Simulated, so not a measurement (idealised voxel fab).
The following is a process module called voxel released beams.
Shown is cross-section cut, with a width of 200 nm and square cells of size 5 nm.
Reading order for cross-sections: top band down to bottom band. Underlying form: a grid of square cells. Band size: one or more rows of cells. In this notation a band is specified by the heights of its top and bottom, in that order and in nm, after which its materials appear from left to right, each paired with its width in nm. The word "edge to edge" attached to a single material means that material fills the band from edge to edge; the word "air" stands for empty space. Counting heights begins at 0, where everything beneath is, in the wafer as received, one material. The lowest band has no bottom; it goes on downwards, as "z 0 and below" shows. The width entry "30->40" should be interpreted row by row: the top row of cells in the band takes the first number, the bottom row takes the second number, and the change between adjacent rows is uniform throughout. "identical to before" for a step: no cell of the cross-section changed in that step. "Enclosed void list": sealed empty spaces, 8 cells or more, no open way to top, listed width x height at distance, with distance from the left edge and width, height and distance in nm. On a step's line, text after the settings is the simulator commenting on that step. overlay nm: right-of-plan distance of the mask on a masked step; negative values mean left-of-plan.
Listed below are the process steps as planned
1 RECEIVE | material Si
2 CONFORMAL_DEP | material SiN | thk nm 5
3 DIRECTIONAL_DEP | material SiO2 | thk nm 20
4 MASKED_ETCH | tone open | mask id ANCHOR | width nm 35 | etch materials SiO2 | depth nm 20 | overlay nm 0
5 CONFORMAL_DEP | material TiN | thk nm 15
6 DIRECTIONAL_DEP | material aC | thk nm 15
7 PATTERN | tone cover | mask id BEAM | material resist | width nm 90 | thk nm 30 | overlay nm 0
8 DIRECTIONAL_ETCH | etch materials aC | depth nm 15
9 STRIP | etch materials resist
10 DIRECTIONAL_ETCH | etch materials TiN | depth nm 15
11 STRIP | etch materials aC
12 STRIP | etch materials SiO2
As-received wafer cross-section (after step 1)
    z 0 and below = Si edge to edge
    Enclosed void list: none
Cross-section at module end, one run error; start and plan unchanged from above
    z 30 to 25 = air (50), then TiN (10), then air (25), then TiN (55), then air (60)
    z 25 to 10 = air (55), then TiN (5), then air (25), then TiN (5), then air (110)
    z 10 to 5 = air (55), then TiN (35), then air (110)
    z 5 to 0 = SiN edge to edge
    z 0 and below = Si edge to edge
    Enclosed void list: none
Diagnosis: note that step 5 departed from the planned setting and was carried out as CONFORMAL_DEP | material TiN | thk nm 5
